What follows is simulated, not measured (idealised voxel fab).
process module | voxel air gaps
cross-section cut | 175 nm wide | cells 5 nm
A cross-section is a grid of square cells, given in bands from the top down. A band is one or more rows of cells.
Each band's line starts with the height of the band's top and of its bottom, in nm. Then come its materials from left to right, each with its width in nm. One material with "throughout" fills the band from edge to edge. "air" is empty space.
Height 0 is the level under which the wafer as received is all one material. The lowest band goes on downwards, as in "0 down".
A width such as "30 to 40" changes by the same amount from each row of cells to the next, from the band's top row to its bottom row.
"no change" after a step means that no cell of the cross-section changed.
closed voids: empty space of 8 cells or more with no open way to the top, each as width x height at its distance from the left edge, in nm
after a step's settings: what the simulator itself notes on the step
overlay nm, on a step with a mask: how far to the right of its planned place the mask lay; to the left if negative
plan
1 op RECEIVE | material Si
2 op CONFORMAL_DEP | material SiO2 | thk nm 15
3 op CONFORMAL_DEP | material SiCN | thk nm 5
4 op DIRECTIONAL_DEP | material lowk | thk nm 35
5 op DIRECTIONAL_DEP | material aC | thk nm 15
6 op PATTERN | tone open | mask id LINES | material resist | width nm 20 | pitch nm 50 | thk nm 35 | overlay nm 0
7 op DIRECTIONAL_ETCH | etch materials aC | depth nm 15
8 op STRIP | etch materials resist
9 op DIRECTIONAL_ETCH | etch materials lowk | depth nm 35
10 op STRIP | etch materials aC
11 op CONFORMAL_DEP | material TiN | thk nm 5
12 op FILL_DEP | material W | thk nm 10
13 op CMP | height nm 55
14 op EPI | material Ru | thk nm 10
15 op SELECTIVE_ETCH | etch materials lowk | depth nm 45
16 op CONFORMAL_DEP | material SiCN | thk nm 5
as received, after step 1
  0 down: Si throughout
  closed voids: none
first wafer at the end, as planned
  70 to 65: air 10 | SiCN 150 | air 15
  65 to 55: air 10 | SiCN 5 | Ru 40 | SiCN 10 | Ru 40 | SiCN 10 | Ru 40 | SiCN 5 | air 15
  55 to 50: air 10 | SiCN 15 | TiN 5 | W 10 | TiN 5 | SiCN 30 | TiN 5 | W 10 | TiN 5 | SiCN 30 | TiN 5 | W 10 | TiN 5 | SiCN 15 | air 15
  50 to 25: air 20 | SiCN 5 | TiN 5 | W 10 | TiN 5 | SiCN 5 | air 20 | SiCN 5 | TiN 5 | W 10 | TiN 5 | SiCN 5 | air 20 | SiCN 5 | TiN 5 | W 10 | TiN 5 | SiCN 5 | air 25
  25 to 20: SiCN 25 | TiN 20 | SiCN 30 | TiN 20 | SiCN 30 | TiN 20 | SiCN 30
  20 to 15: SiCN throughout
  15 to 0: SiO2 throughout
  0 down: Si throughout
  closed voids: 20 x 25 at 50; 20 x 25 at 100
second wafer at the end: like start, like plan, one mistake
  80 to 75: SiCN 170 | air 5
  75 to 55: SiCN 5 | Ru 160 | SiCN 5 | air 5
  55 to 50: SiCN 25 | TiN 5 | W 10 | TiN 5 | lowk 30 | TiN 5 | W 10 | TiN 5 | lowk 30 | TiN 5 | W 10 | TiN 5 | SiCN 25 | air 5
  50 to 25: air 20 | SiCN 5 | TiN 5 | W 10 | TiN 5 | lowk 30 | TiN 5 | W 10 | TiN 5 | lowk 30 | TiN 5 | W 10 | TiN 5 | SiCN 5 | air 25
  25 to 20: SiCN 25 | TiN 20 | lowk 30 | TiN 20 | lowk 30 | TiN 20 | SiCN 30
  20 to 15: SiCN throughout
  15 to 0: SiO2 throughout
  0 down: Si throughout
  closed voids: 20 x 25 at 0
what went wrong: step 14 was run twice
at the end the second wafer has, in cells: 80 more of Ru | 40 fewer of SiCN | 84 more of lowk
closed voids at the end (first wafer, second wafer): 2, 1
